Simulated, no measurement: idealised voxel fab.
Process module under the name voxel air gaps
Pictured: cross-section cut, 250 nm wide, on a grid of 5 nm square cells.
Reading order for cross-sections: top band down to bottom band. Underlying form: a grid of square cells. Band size: one or more rows of cells. Top height, bottom height, nm. Materials left to right, width each, nm. Single material + "throughout" = fills band edge to edge. "air" = empty. Ref level 0: as-received wafer is one material below here. Bottom band extends down with no lower bound ("z 0 and below"). A width such as "30..40" changes by the same amount from each row of cells to the next, from the band's top row to its bottom row. "remained the same" (step): cross-section cells unchanged, all of them. "Closed voids list" contains a list of empty spaces, each no smaller than 8 cells and without an open way to the top, written in the form width x height at distance with the distance from the left edge and all three in nm. Heads up: the bit after the settings on a step's line is the simulator's remark on that step. "overlay nm" denotes, for a step that has a mask, the displacement of the mask to the right of its planned place, with negative values corresponding to the left.

Steps planned for the process:
1) op RECEIVE | material Si
2) op CONFORMAL_DEP | material SiO2 | thk nm 10
3) op CONFORMAL_DEP | material SiN | thk nm 5
4) op DIRECTIONAL_DEP | material SiO2 | thk nm 30
5) op PATTERN | tone open | mask id LINES | material resist | width nm 25 | pitch nm 55 | thk nm 20 | overlay nm -15
6) op DIRECTIONAL_ETCH | etch materials SiO2 | depth nm 30
7) op STRIP | etch materials resist
8) op CONFORMAL_DEP | material TiN | thk nm 5
9) op FILL_DEP | material W | thk nm 5
10) op CMP | height nm 45
11) op EPI | material Ru | thk nm 10
12) op SELECTIVE_ETCH | etch materials SiO2 | depth nm 40
13) op CONFORMAL_DEP | material SiCN | thk nm 5
Wafers differ in overlay nm at step 5; plan lists the first wafer's value; identical starting state.

The as-received cross-section of the first of several wafers corresponds to the state after step 1:
    z 0 and below  Si throughout
    Closed voids list: none

Module end state after final step 13: cross-section of the first of several wafers:
    z 60 to 55  SiCN=220  air=30
    z 55 to 45  SiCN=5  Ru=45  SiCN=10  Ru=45  SiCN=10  Ru=45  SiCN=10  Ru=45  SiCN=5  air=30
    z 45 to 40  SiCN=15  TiN=5  W=15  TiN=5  SiCN=30  TiN=5  W=15  TiN=5  SiCN=30  TiN=5  W=15  TiN=5  SiCN=30  TiN=5  W=15  TiN=5  SiCN=15  air=30
    z 40 to 20  air=10  SiCN=5  TiN=5  W=15  TiN=5  SiCN=5  air=20  SiCN=5  TiN=5  W=15  TiN=5  SiCN=5  air=20  SiCN=5  TiN=5  W=15  TiN=5  SiCN=5  air=20  SiCN=5  TiN=5  W=15  TiN=5  SiCN=5  air=40
    z 20 to 15  SiCN=15  TiN=25  SiCN=30  TiN=25  SiCN=30  TiN=25  SiCN=30  TiN=25  SiCN=45
    z 15 to 10  SiN throughout
    z 10 to 0  SiO2 throughout
    z 0 and below  Si throughout
    Closed voids list: 10 x 20 at 0; 20 x 20 at 45; 20 x 20 at 100; 20 x 20 at 155

Last wafer x-sec, end of module:
    z 60 to 55  air=30  SiCN=220
    z 55 to 45  air=30  SiCN=5  Ru=45  SiCN=10  Ru=45  SiCN=10  Ru=45  SiCN=10  Ru=45  SiCN=5
    z 45 to 40  air=30  SiCN=15  TiN=5  W=15  TiN=5  SiCN=30  TiN=5  W=15  TiN=5  SiCN=30  TiN=5  W=15  TiN=5  SiCN=30  TiN=5  W=15  TiN=5  SiCN=15
    z 40 to 20  air=40  SiCN=5  TiN=5  W=15  TiN=5  SiCN=5  air=20  SiCN=5  TiN=5  W=15  TiN=5  SiCN=5  air=20  SiCN=5  TiN=5  W=15  TiN=5  SiCN=5  air=20  SiCN=5  TiN=5  W=15  TiN=5  SiCN=5  air=10
    z 20 to 15  SiCN=45  TiN=25  SiCN=30  TiN=25  SiCN=30  TiN=25  SiCN=30  TiN=25  SiCN=15
    z 15 to 10  SiN throughout
    z 10 to 0  SiO2 throughout
    z 0 and below  Si throughout
    Closed voids list: 20 x 20 at 75; 20 x 20 at 130; 20 x 20 at 185; 10 x 20 at 240

So in this table every wafer gets its own row, and what you see is where it stands at the end of the module: for each material, how many cells it picked up (+) or gave up (-) since we received it, and after that its closed voids:
overlay nm -15 | +72 Ru | +146 SiCN | +50 SiN | +100 SiO2 | +60 TiN | +60 W | Closed voids list: 10 x 20 at 0; 20 x 20 at 45; 20 x 20 at 100; 20 x 20 at 155
overlay nm -10 | +72 Ru | +146 SiCN | +50 SiN | +100 SiO2 | +60 TiN | +60 W | Closed voids list: 20 x 20 at 50; 20 x 20 at 105; 20 x 20 at 160
overlay nm -5 | +72 Ru | +146 SiCN | +50 SiN | +100 SiO2 | +60 TiN | +60 W | Closed voids list: 20 x 20 at 55; 20 x 20 at 110; 20 x 20 at 165
overlay nm 0 | +72 Ru | +146 SiCN | +50 SiN | +100 SiO2 | +60 TiN | +60 W | Closed voids list: 20 x 20 at 60; 20 x 20 at 115; 20 x 20 at 170
overlay nm 5 | +72 Ru | +146 SiCN | +50 SiN | +100 SiO2 | +60 TiN | +60 W | Closed voids list: 20 x 20 at 65; 20 x 20 at 120; 20 x 20 at 175
overlay nm 10 | +72 Ru | +146 SiCN | +50 SiN | +100 SiO2 | +60 TiN | +60 W | Closed voids list: 20 x 20 at 70; 20 x 20 at 125; 20 x 20 at 180
overlay nm 15 | +72 Ru | +146 SiCN | +50 SiN | +100 SiO2 | +60 TiN | +60 W | Closed voids list: 20 x 20 at 75; 20 x 20 at 130; 20 x 20 at 185; 10 x 20 at 240
